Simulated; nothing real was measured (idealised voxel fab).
process module | voxel self aligned vias
cross-section cut | 300 nm wide | cells 5 nm
A cross-section is a grid of square cells, given in bands from the top down. A band is one or more rows of cells.
Each band's line starts with the height of the band's top and of its bottom, in nm. Then come its materials from left to right, each with its width in nm. One material with "throughout" fills the band from edge to edge. "air" is empty space.
Height 0 is the level under which the wafer as received is all one material. The lowest band goes on downwards, as in "0 down".
A width such as "30 to 40" changes by the same amount from each row of cells to the next, from the band's top row to its bottom row.
"no change" after a step means that no cell of the cross-section changed.
closed voids: empty space of 8 cells or more with no open way to the top, each as width x height at its distance from the left edge, in nm
after a step's settings: what the simulator itself notes on the step
overlay nm, on a step with a mask: how far to the right of its planned place the mask lay; to the left if negative
plan
1 op RECEIVE | material Si
2 op CONFORMAL_DEP | material SiO2 | thk nm 15
3 op CONFORMAL_DEP | material SiCN | thk nm 5
4 op DIRECTIONAL_DEP | material lowk | thk nm 30
5 op MASKED_ETCH | tone open | mask id LINES | width nm 20 | pitch nm 65 | etch materials lowk | depth nm 30 | overlay nm 0
6 op CONFORMAL_DEP | material TiN | thk nm 5
7 op FILL_DEP | material W | thk nm 10
8 op CMP | height nm 50
9 op SELECTIVE_ETCH | etch materials W Ru TiN | depth nm 5
10 op FILL_DEP | material SiN | thk nm 10
11 op CMP | height nm 50
12 op DIRECTIONAL_DEP | material lowk | thk nm 15
13 op PATTERN | tone open | mask id VIAS | material resist | width nm 40 | pitch nm 65 | thk nm 15 | overlay nm 0
14 op DIRECTIONAL_ETCH | etch materials lowk | depth nm 15
15 op DIRECTIONAL_ETCH | etch materials SiN | depth nm 5
16 op STRIP | etch materials resist
17 op CONFORMAL_DEP | material TiN | thk nm 5
18 op FILL_DEP | material Cu | thk nm 10
19 op CMP | height nm 65
20 op CONFORMAL_DEP | material SiN | thk nm 5
as received, after step 1
  0 down: Si throughout
  closed voids: none
a wafer at the end: this start, this plan, one mistake
  70 to 65: SiN throughout
  65 to 55: lowk 65 | TiN 5 | Cu 30 | TiN 5 | lowk 25 | TiN 5 | Cu 30 | TiN 5 | lowk 25 | TiN 5 | Cu 30 | TiN 5 | lowk 65
  55 to 50: lowk 65 | TiN 40 | lowk 25 | TiN 40 | lowk 25 | TiN 40 | lowk 65
  50 to 45: SiCN throughout
  45 to 15: lowk throughout
  15 to 0: SiO2 throughout
  0 down: Si throughout
  closed voids: none
what went wrong: steps 3 and 4 were swapped
